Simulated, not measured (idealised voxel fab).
Proc. module: voxel transistor to metal
It is cross-section cut that appears here, measuring 170 nm in width, its square cells being 5 nm in size.
Cross-sections here: square-cell grids, written as top-down lists of bands, a band being one or more rows of cells.
Band: top and bottom heights (nm) first, top before bottom; then materials from left to right, widths in nm. "all across" marks a sole material filling the band edge to edge. "blank" denotes empty space.
Counting heights begins at 0, where everything beneath is, in the wafer as received, one material. The lowest band has no bottom; it goes on downwards, as "z 0 and below" shows.
Top row gets the first number, bottom row gets the second, and each row in between changes by the same step: that is how a band width like "30->40" works.
You'll sometimes find "remained unchanged" written for a step, and that's the way of saying that nowhere in the cross-section did a cell change during that step.
Closed-off voids of 8+ cells (no open route to the top) go in "Listed closed voids", written width x height at distance from the left edge, in nm.
Whatever follows a step's settings on its line is a remark the simulator itself makes about that step.
"overlay nm" denotes, for a step that has a mask, the displacement of the mask to the right of its planned place, with negative values corresponding to the left.

## List of planned process steps
1,RECEIVE | material Si
2,OXIDIZE | depth nm 5
3,CONFORMAL_DEP | material SiN | thk nm 15
4,PATTERN | tone cover | mask id ACTIVE | material resist | width nm 110 | thk nm 15 | overlay nm 0
5,DIRECTIONAL_ETCH | etch materials SiN | depth nm 15
6,DIRECTIONAL_ETCH | etch materials SiO2 | depth nm 5
7,DIRECTIONAL_ETCH | etch materials Si | depth nm 25
8,STRIP | etch materials resist
9,FILL_DEP | material SiO2 | thk nm 15
10,CMP | height nm 15
11,SELECTIVE_ETCH | etch materials SiO2 | depth nm 10
12,STRIP | etch materials SiN
13,SELECTIVE_ETCH | etch materials SiO2 | depth nm 5
14,OXIDIZE | depth nm 5
15,DIRECTIONAL_DEP | material polySi | thk nm 30
16,DIRECTIONAL_DEP | material SiCN | thk nm 10
17,MASKED_ETCH | tone cover | mask id GATE | width nm 20 | etch materials SiCN | depth nm 20 | overlay nm 0
18,MASKED_ETCH | tone cover | mask id GATE | width nm 20 | etch materials polySi | depth nm 40 | overlay nm 0
19,CONFORMAL_DEP | material SiO2 | thk nm 5
20,DIRECTIONAL_ETCH | etch materials SiO2 | depth nm 5
21,CONFORMAL_DEP | material SiN | thk nm 5
22,DIRECTIONAL_ETCH | etch materials SiN | depth nm 5
23,DIRECTIONAL_ETCH | etch materials SiO2 | depth nm 5
24,DIRECTIONAL_ETCH | etch materials Si | depth nm 15
25,EPI | material nSi | thk nm 20
26,FILL_DEP | material SiO2 | thk nm 5
27,CMP | height nm 35
28,DIRECTIONAL_DEP | material SiO2 | thk nm 15
29,PATTERN | tone open | mask id CONTACT | material resist | width nm 30 | pitch nm 60 | thk nm 15 | overlay nm 0
30,DIRECTIONAL_ETCH | etch materials SiO2 | depth nm 40
31,STRIP | etch materials resist
32,CONFORMAL_DEP | material TiN | thk nm 5
33,FILL_DEP | material W | thk nm 10
34,CMP | height nm 50
35,DIRECTIONAL_DEP | material TiN | thk nm 5
36,DIRECTIONAL_DEP | material W | thk nm 15
37,PATTERN | tone cover | mask id METAL_1 | material resist | width nm 20 | pitch nm 70 | thk nm 15 | overlay nm 0
38,DIRECTIONAL_ETCH | etch materials W | depth nm 15
39,DIRECTIONAL_ETCH | etch materials TiN | depth nm 5
40,STRIP | etch materials resist
41,CONFORMAL_DEP | material SiN | thk nm 5
42,FILL_DEP | material lowk | thk nm 10
43,CMP | height nm 70
44,CONFORMAL_DEP | material SiCN | thk nm 5
45,DIRECTIONAL_DEP | material lowk | thk nm 25
46,DIRECTIONAL_DEP | material aC | thk nm 10
47,PATTERN | tone open | mask id METAL_2_HOLES | material resist | width nm 15 | pitch nm 70 | thk nm 25 | overlay nm 0
48,DIRECTIONAL_ETCH | etch materials aC | depth nm 10
49,STRIP | etch materials resist
50,DIRECTIONAL_ETCH | etch materials lowk | depth nm 25
51,STRIP | etch materials aC
52,MASKED_ETCH | tone open | mask id METAL_2 | width nm 20 | pitch nm 70 | etch materials lowk | depth nm 15 | overlay nm 0
53,MASKED_ETCH | tone open | mask id METAL_2 | width nm 20 | pitch nm 70 | etch materials SiCN | depth nm 5 | overlay nm 0
54,CONFORMAL_DEP | material TiN | thk nm 5
55,FILL_DEP | material Cu | thk nm 10
56,CMP | height nm 100
57,CONFORMAL_DEP | material SiCN | thk nm 5

## Delivered wafer in cross-section: state after step 1
  z 0 and below: Si all across
  Listed closed voids: none

## Result of the module, cross-sectioned: start per above, plan per above, one error in how it was run
  z 105 to 100: SiCN all across
  z 100 to 90: lowk: 40 / TiN: 5 / Cu: 10 / TiN: 5 / lowk: 50 / TiN: 5 / Cu: 10 / TiN: 5 / lowk: 40
  z 90 to 85: lowk: 40 / TiN: 5 / Cu: 5 / TiN: 10 / lowk: 50 / TiN: 5 / Cu: 5 / TiN: 10 / lowk: 40
  z 85 to 75: lowk: 40 / TiN: 5 / Cu: 5 / TiN: 5 / lowk: 55 / TiN: 5 / Cu: 5 / TiN: 5 / lowk: 45
  z 75 to 70: SiCN: 40 / TiN: 15 / SiCN: 55 / TiN: 15 / SiCN: 45
  z 70 to 65: lowk: 35 / SiN: 5 / W: 20 / SiN: 5 / lowk: 40 / SiN: 5 / W: 20 / SiN: 5 / lowk: 35
  z 65 to 60: SiN: 40 / TiN: 20 / SiN: 50 / TiN: 20 / SiN: 40
  z 60 to 50: TiN all across
  z 50 to 40: SiO2: 40 / TiN: 5 / W: 20 / TiN: 5 / SiO2: 30 / TiN: 5 / W: 20 / TiN: 5 / SiO2: 40
  z 40 to 35: SiO2: 40 / TiN: 5 / W: 15 / TiN: 10 / SiO2: 30 / TiN: 10 / W: 15 / TiN: 5 / SiO2: 40
  z 35 to 25: SiO2: 40 / TiN: 5 / W: 15 / TiN: 5 / SiN: 5 / SiO2: 5 / SiCN: 20 / SiO2: 5 / SiN: 5 / TiN: 5 / W: 15 / TiN: 5 / SiO2: 40
  z 25 to 15: SiO2: 40 / TiN: 5 / W: 15 / TiN: 5 / SiN: 5 / SiO2: 5 / polySi: 20 / SiO2: 5 / SiN: 5 / TiN: 5 / W: 15 / TiN: 5 / SiO2: 40
  z 15 to 10: SiO2: 40 / TiN: 25 / SiN: 5 / SiO2: 5 / polySi: 20 / SiO2: 5 / SiN: 5 / TiN: 25 / SiO2: 40
  z 10 to 0: SiO2: 25 / nSi: 40 / SiN: 5 / SiO2: 5 / polySi: 20 / SiO2: 5 / SiN: 5 / nSi: 40 / SiO2: 25
  z 0 to -5: SiO2: 25 / nSi: 5 / SiN: 5 / nSi: 30 / SiN: 5 / SiO2: 5 / polySi: 20 / SiO2: 5 / SiN: 5 / nSi: 30 / SiN: 5 / nSi: 5 / SiO2: 25
  z -5 to -10: SiO2: 35 / nSi: 30 / SiO2: 40 / nSi: 30 / SiO2: 35
  z -10 to -25: SiO2: 30 / Si: 5 / nSi: 30 / Si: 40 / nSi: 30 / Si: 5 / SiO2: 30
  z -25 to -30: SiO2: 30 / Si: 110 / SiO2: 30
  z -30 and below: Si all across
  Listed closed voids: none
Run error: contrary to plan, step 35 was performed as DIRECTIONAL_DEP | material TiN | thk nm 15
